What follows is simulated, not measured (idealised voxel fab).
A process module follows: voxel fin reveal.
FYI the section here is cut, 255 nm wide, cells are 5 nm squares.
A cross-section is a grid of square cells, given in bands from the top down. A band is one or more rows of cells. This entry defines a band. It first specifies the height of the band's top and the height of its bottom in nm, and then specifies the band's materials from left to right, stating each material with its width in nm. The word "edge to edge" identifies a single material that fills the band from edge to edge, while the word "air" identifies empty space. Ref level 0: as-received wafer is one material below here. Bottom band extends down with no lower bound ("top 0, no bottom"). Width spec "30 to 40" -> top row of cells at first value, bottom row at second value, equal per-row change in between. When a step is marked "same as before", none of the cells in the cross-section changed during that step. Look at "Closed internal cavities" for the closed voids: empty spaces with no open path to the top, sized 8 cells or up. Each is width x height at distance, distance from the left edge, all nm. Whatever follows a step's settings on its line is a remark the simulator itself makes about that step. "overlay nm" denotes, for a step that has a mask, the displacement of the mask to the right of its planned place, with negative values corresponding to the left.
Planned process steps:
| 1 | RECEIVE [material Si] |
| 2 | CONFORMAL_DEP [material SiN] [thk nm 10] |
| 3 | PATTERN [tone cover] [mask id FINS] [material resist] [width nm 15] [pitch nm 40] [thk nm 15] [overlay nm 0] |
| 4 | DIRECTIONAL_ETCH [etch materials SiN] [depth nm 10] |
| 5 | DIRECTIONAL_ETCH [etch materials Si] [depth nm 35] |
| 6 | STRIP [etch materials resist] |
| 7 | OXIDIZE [depth nm 5] |
| 8 | FILL_DEP [material SiO2] [thk nm 10] |
| 9 | CMP [height nm 10] |
| 10 | SELECTIVE_ETCH [etch materials SiO2] [depth nm 20] |
| 11 | STRIP [etch materials SiN] |
Cross-section of the wafer upon arrival, representing the state reached after step 1:
    top 0, no bottom  Si edge to edge
    Closed internal cavities: none
Figure: cross-sectional view of the wafer upon completion of the module, processed from the initial state and according to the plan depicted above, with one error introduced during execution:
    top 10, bottom 0  air=80; SiN=15; air=25; SiN=15; air=25; SiN=15; air=80
    top 0, bottom -40  air=85; Si=5; air=35; Si=5; air=35; Si=5; air=85
    top -40, no bottom  Si edge to edge
    Closed internal cavities: none
Want to know what went wrong? not per plan at step 11, really ran STRIP [etch materials SiO2]
